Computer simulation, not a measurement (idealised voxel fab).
process module | voxel self aligned contacts
cross-section cut | 205 nm wide | cells 5 nm
A cross-section is a grid of square cells, given in bands from the top down. A band is one or more rows of cells.
Each band's line starts with the height of the band's top and of its bottom, in nm. Then come its materials from left to right, each with its width in nm. One material with "throughout" fills the band from edge to edge. "air" is empty space.
Height 0 is the level under which the wafer as received is all one material. The lowest band goes on downwards, as in "0 down".
A width such as "30 to 40" changes by the same amount from each row of cells to the next, from the band's top row to its bottom row.
"no change" after a step means that no cell of the cross-section changed.
closed voids: empty space of 8 cells or more with no open way to the top, each as width x height at its distance from the left edge, in nm
after a step's settings: what the simulator itself notes on the step
overlay nm, on a step with a mask: how far to the right of its planned place the mask lay; to the left if negative
plan
1 op RECEIVE | material Si
2 op CONFORMAL_DEP | material SiO2 | thk nm 5
3 op DIRECTIONAL_DEP | material polySi | thk nm 20
4 op DIRECTIONAL_DEP | material SiN | thk nm 15
5 op MASKED_ETCH | tone cover | mask id GATE | width nm 30 | pitch nm 65 | etch materials SiN | depth nm 15 | overlay nm 0
6 op MASKED_ETCH | tone cover | mask id GATE | width nm 30 | pitch nm 65 | etch materials polySi | depth nm 20 | overlay nm 0
7 op CONFORMAL_DEP | material SiN | thk nm 5
8 op DIRECTIONAL_ETCH | etch materials SiN | depth nm 5
9 op FILL_DEP | material SiO2 | thk nm 20
10 op CMP | height nm 50
11 op DIRECTIONAL_DEP | material aC | thk nm 10
12 op PATTERN | tone open | mask id CONTACT | material resist | width nm 45 | thk nm 25 | overlay nm 0
13 op DIRECTIONAL_ETCH | etch materials aC | depth nm 10
14 op STRIP | etch materials resist
15 op DIRECTIONAL_ETCH | etch materials SiO2 | depth nm 50
16 op STRIP | etch materials aC
17 op CONFORMAL_DEP | material TiN | thk nm 5
18 op FILL_DEP | material W | thk nm 10
19 op CMP | height nm 50
20 op CONFORMAL_DEP | material SiN | thk nm 5
as received, after step 1
  0 down: Si throughout
  closed voids: none
a wafer at the end: this start, this plan, one mistake
  55 to 50: SiN throughout
  50 to 40: SiO2 80 | TiN 5 | W 35 | TiN 5 | SiO2 80
  40 to 35: SiO2 80 | TiN 15 | W 15 | TiN 15 | SiO2 80
  35 to 20: SiO2 50 | SiN 40 | TiN 5 | W 15 | TiN 5 | SiN 40 | SiO2 50
  20 to 5: SiO2 50 | SiN 5 | polySi 30 | SiN 5 | TiN 5 | W 15 | TiN 5 | SiN 5 | polySi 30 | SiN 5 | SiO2 50
  5 to 0: SiO2 50 | SiN 5 | polySi 30 | SiN 5 | TiN 25 | SiN 5 | polySi 30 | SiN 5 | SiO2 50
  0 down: Si throughout
  closed voids: none
what went wrong: step 2 was left out
